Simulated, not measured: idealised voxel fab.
Process module name: voxel spacer lines
For reference, the cross-section in this document is cut, with width 300 nm and square cells of 5 nm.
Cross-section layout: square cells on a grid; listed as bands, top to bottom; a band spans one or more cell rows. Quick guide to a band line: top height, bottom height (nm) up front; then every material left to right with its width in nm. Only one material and it's marked "full width"? Then it fills the band edge to edge. And "blank" just means empty space. Note: height 0 marks the level under which the wafer is uniformly one material as received. Lowest band unbounded below, written "0 and below". The notation "30 to 40" denotes a width that varies across the rows of cells in the band, beginning at the first number in the top row, finishing at the second number in the bottom row, and changing by an identical amount from each row to the next. The designation "same as before", where it is given for a processing step, indicates that no cell of the cross-section was altered in the course of that step. So "closed voids" is basically the list of trapped voids: any empty space of 8 cells or more that can't reach the top through an opening. They're written width x height at distance, the distance being from the left edge, and it's all nm. Formally, on a step line, whatever follows the settings is a remark that the simulator itself makes on the step. Among the settings permitted on a step's line is "overlay nm"; applied to a step with a mask, it specifies the extent to which the mask lay to the right of its planned position, whereas a negative figure signifies a position to the left.

Process steps - plan:
| 1 | RECEIVE: material Si |
| 2 | CONFORMAL_DEP: material SiO2, thk nm 5 |
| 3 | DIRECTIONAL_DEP: material W, thk nm 10 |
| 4 | DIRECTIONAL_DEP: material polySi, thk nm 30 |
| 5 | PATTERN: tone cover, mask id MANDREL, material resist, width nm 20, pitch nm 70, thk nm 35, overlay nm -15 |
| 6 | DIRECTIONAL_ETCH: etch materials polySi, depth nm 30 |
| 7 | STRIP: etch materials resist |
| 8 | CONFORMAL_DEP: material SiN, thk nm 15 |
| 9 | DIRECTIONAL_ETCH: etch materials SiN, depth nm 15 |
| 10 | STRIP: etch materials polySi |
| 11 | DIRECTIONAL_ETCH: etch materials W, depth nm 10 |
| 12 | STRIP: etch materials SiN |
| 13 | FILL_DEP: material SiO2, thk nm 5 |
| 14 | CMP: height nm 15 |
What sets these wafers apart? The overlay nm at step 5. They all start alike, and the plan carries the first wafer's value.

The first of several wafers, as received after step 1, seen in section:
    0 and below  Si full width
    closed voids: none

Take any row and you have a wafer at the end of the module: how many cells of each material it has gained (+) or lost (-) since it was received, and then its closed voids:
overlay nm -15; +144 SiO2; +36 W; closed voids: none
overlay nm -10; +144 SiO2; +36 W; closed voids: none
overlay nm -5; +144 SiO2; +36 W; closed voids: none
overlay nm 0; +144 SiO2; +36 W; closed voids: none
overlay nm 5; +144 SiO2; +36 W; closed voids: none
overlay nm 10; +144 SiO2; +36 W; closed voids: none
overlay nm 15; +144 SiO2; +36 W; closed voids: none
